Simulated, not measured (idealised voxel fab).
process module | voxel released beams
cross-section cut | 255 nm wide | cells 5 nm
A cross-section is a grid of square cells, given in bands from the top down. A band is one or more rows of cells.
Each band's line starts with the height of the band's top and of its bottom, in nm. Then come its materials from left to right, each with its width in nm. One material with "throughout" fills the band from edge to edge. "air" is empty space.
Height 0 is the level under which the wafer as received is all one material. The lowest band goes on downwards, as in "0 down".
A width such as "30 to 40" changes by the same amount from each row of cells to the next, from the band's top row to its bottom row.
"no change" after a step means that no cell of the cross-section changed.
closed voids: empty space of 8 cells or more with no open way to the top, each as width x height at its distance from the left edge, in nm
after a step's settings: what the simulator itself notes on the step
overlay nm, on a step with a mask: how far to the right of its planned place the mask lay; to the left if negative
plan
1 op RECEIVE | material Si
2 op CONFORMAL_DEP | material Al2O3 | thk nm 5
3 op DIRECTIONAL_DEP | material SiO2 | thk nm 15
4 op MASKED_ETCH | tone open | mask id ANCHOR | width nm 35 | etch materials SiO2 | depth nm 15 | overlay nm 0
5 op CONFORMAL_DEP | material W | thk nm 10
6 op DIRECTIONAL_DEP | material aC | thk nm 10
7 op PATTERN | tone cover | mask id BEAM | material resist | width nm 95 | thk nm 30 | overlay nm 0
8 op DIRECTIONAL_ETCH | etch materials aC | depth nm 10
9 op STRIP | etch materials resist
10 op DIRECTIONAL_ETCH | etch materials W | depth nm 10
11 op STRIP | etch materials aC
12 op STRIP | etch materials SiO2
as received, after step 1
  0 down: Si throughout
  closed voids: none
a wafer at the end: this start, this plan, one mistake
  30 to 20: air 75 | W 10 | air 25 | W 60 | air 85
  20 to 15: air 75 | W 10 | air 25 | W 10 | air 135
  15 to 5: air 75 | W 45 | air 135
  5 to 0: Al2O3 throughout
  0 down: Si throughout
  closed voids: none
what went wrong: step 4 ran as: op MASKED_ETCH | tone open | mask id ANCHOR | width nm 45 | etch materials SiO2 | depth nm 15 | overlay nm 0
